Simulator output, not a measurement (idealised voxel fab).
Documented hereafter: the process module known as voxel tone inversion.
Section cut is 160 nm wide and gridded with 5 nm square cells.
This document writes a cross-section as a grid whose cells are square, and gives it as bands, listed from the top down; one or more rows of cells form a band. Band: top height; bottom height; in nm. Then, left to right: material with width in nm, for each material. "everywhere": a single material spanning edge to edge. "air": empty space. Convention: height 0 is the level below which the wafer, as received, is all one material. The lowest band does not terminate at the bottom but continues downward, represented as "top 0, no bottom". It should be noted that a width expressed as "30..40" varies in equal increments from row to row of cells within the band, taking the value of the first number at the top row and that of the second number at the bottom row. "identical to before", as given for a step, is the statement that not any cell of the cross-section underwent a change during that step. For the entry "Fully sealed voids", the listed items are empty spaces with no open way to the top whose size is 8 cells or more; each item follows the pattern width x height at distance, where distance is from the left edge and all three are in nm. The remark found on a step's line after its settings is issued by the simulator itself and pertains to that step. overlay nm: on a step with a mask, how far right of its planned place the mask lay; negative means left.
# The following list gives the planned process steps
1) RECEIVE,material Si
2) CONFORMAL_DEP,material SiCN,thk nm 5
3) DIRECTIONAL_DEP,material aC,thk nm 15
4) PATTERN,tone cover,mask id POSTS,material resist,width nm 20,pitch nm 35,thk nm 25,overlay nm 0
5) DIRECTIONAL_ETCH,etch materials aC,depth nm 15
6) STRIP,etch materials resist
7) FILL_DEP,material SiO2,thk nm 10
8) CMP,height nm 20
9) STRIP,etch materials aC
# As-received wafer cross-section (after step 1)
* top 0, no bottom  Si everywhere
* Fully sealed voids: none
# Cross-section, end of module. Start: as above. Plan: as above. Execution: one mistake
* top 20, bottom 15  SiO2 everywhere
* top 15, bottom 0  SiO2 15 nm  aC 20 nm  SiO2 15 nm  aC 20 nm  SiO2 15 nm  aC 20 nm  SiO2 15 nm  aC 20 nm  SiO2 20 nm
* top 0, no bottom  Si everywhere
* Fully sealed voids: none
Deviation from plan: step 2 of the plan was jumped over and never run
